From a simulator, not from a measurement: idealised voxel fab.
process module | voxel self aligned contacts
cross-section cut | 215 nm wide | cells 5 nm
A cross-section is a grid of square cells, given in bands from the top down. A band is one or more rows of cells.
Each band's line starts with the height of the band's top and of its bottom, in nm. Then come its materials from left to right, each with its width in nm. One material with "throughout" fills the band from edge to edge. "air" is empty space.
Height 0 is the level under which the wafer as received is all one material. The lowest band goes on downwards, as in "0 down".
A width such as "30 to 40" changes by the same amount from each row of cells to the next, from the band's top row to its bottom row.
"no change" after a step means that no cell of the cross-section changed.
closed voids: empty space of 8 cells or more with no open way to the top, each as width x height at its distance from the left edge, in nm
after a step's settings: what the simulator itself notes on the step
overlay nm, on a step with a mask: how far to the right of its planned place the mask lay; to the left if negative
plan
1 op RECEIVE | material Si
2 op CONFORMAL_DEP | material SiO2 | thk nm 5
3 op DIRECTIONAL_DEP | material polySi | thk nm 30
4 op DIRECTIONAL_DEP | material SiN | thk nm 25
5 op PATTERN | tone cover | mask id GATE | material resist | width nm 30 | pitch nm 70 | thk nm 15 | overlay nm 0
6 op DIRECTIONAL_ETCH | etch materials SiN | depth nm 25
7 op DIRECTIONAL_ETCH | etch materials polySi | depth nm 30
8 op STRIP | etch materials resist
9 op CONFORMAL_DEP | material SiN | thk nm 10
10 op DIRECTIONAL_ETCH | etch materials SiN | depth nm 10
11 op FILL_DEP | material SiO2 | thk nm 10
12 op CMP | height nm 65
13 op DIRECTIONAL_DEP | material aC | thk nm 15
14 op PATTERN | tone open | mask id CONTACT | material resist | width nm 50 | pitch nm 70 | thk nm 35 | overlay nm 0
15 op DIRECTIONAL_ETCH | etch materials aC | depth nm 15
16 op STRIP | etch materials resist
17 op DIRECTIONAL_ETCH | etch materials SiO2 | depth nm 65
18 op STRIP | etch materials aC
19 op CONFORMAL_DEP | material TiN | thk nm 5
20 op FILL_DEP | material W | thk nm 10
21 op CMP | height nm 65
22 op CONFORMAL_DEP | material SiN | thk nm 5
as received, after step 1
  0 down: Si throughout
  closed voids: none
first wafer at the end, as planned
  70 to 65: SiN throughout
  65 to 60: SiO2 45 | TiN 20 | W 10 | TiN 20 | SiO2 20 | TiN 20 | W 10 | TiN 20 | SiO2 50
  60 to 35: SiO2 10 | SiN 50 | TiN 5 | W 10 | TiN 5 | SiN 50 | TiN 5 | W 10 | TiN 5 | SiN 50 | SiO2 15
  35 to 5: SiO2 10 | SiN 10 | polySi 30 | SiN 10 | TiN 5 | W 10 | TiN 5 | SiN 10 | polySi 30 | SiN 10 | TiN 5 | W 10 | TiN 5 | SiN 10 | polySi 30 | SiN 10 | SiO2 15
  5 to 0: SiO2 60 | TiN 20 | SiO2 50 | TiN 20 | SiO2 65
  0 down: Si throughout
  closed voids: none
second wafer at the end: like start, like plan, one mistake
  70 to 65: SiN throughout
  65 to 60: SiO2 45 | TiN 20 | W 10 | TiN 20 | SiO2 20 | TiN 20 | W 10 | TiN 20 | SiO2 50
  60 to 35: SiO2 10 | SiN 50 | TiN 5 | W 10 | TiN 5 | SiN 50 | TiN 5 | W 10 | TiN 5 | SiN 50 | SiO2 15
  35 to 30: SiO2 60 | TiN 20 | SiO2 50 | TiN 20 | SiO2 65
  30 to 0: polySi throughout
  0 down: Si throughout
  closed voids: none
what went wrong: steps 2 and 3 were swapped
at the end the second wafer has, in cells: 72 fewer of SiN | 30 fewer of SiO2 | 24 fewer of TiN | 24 fewer of W | 150 more of polySi
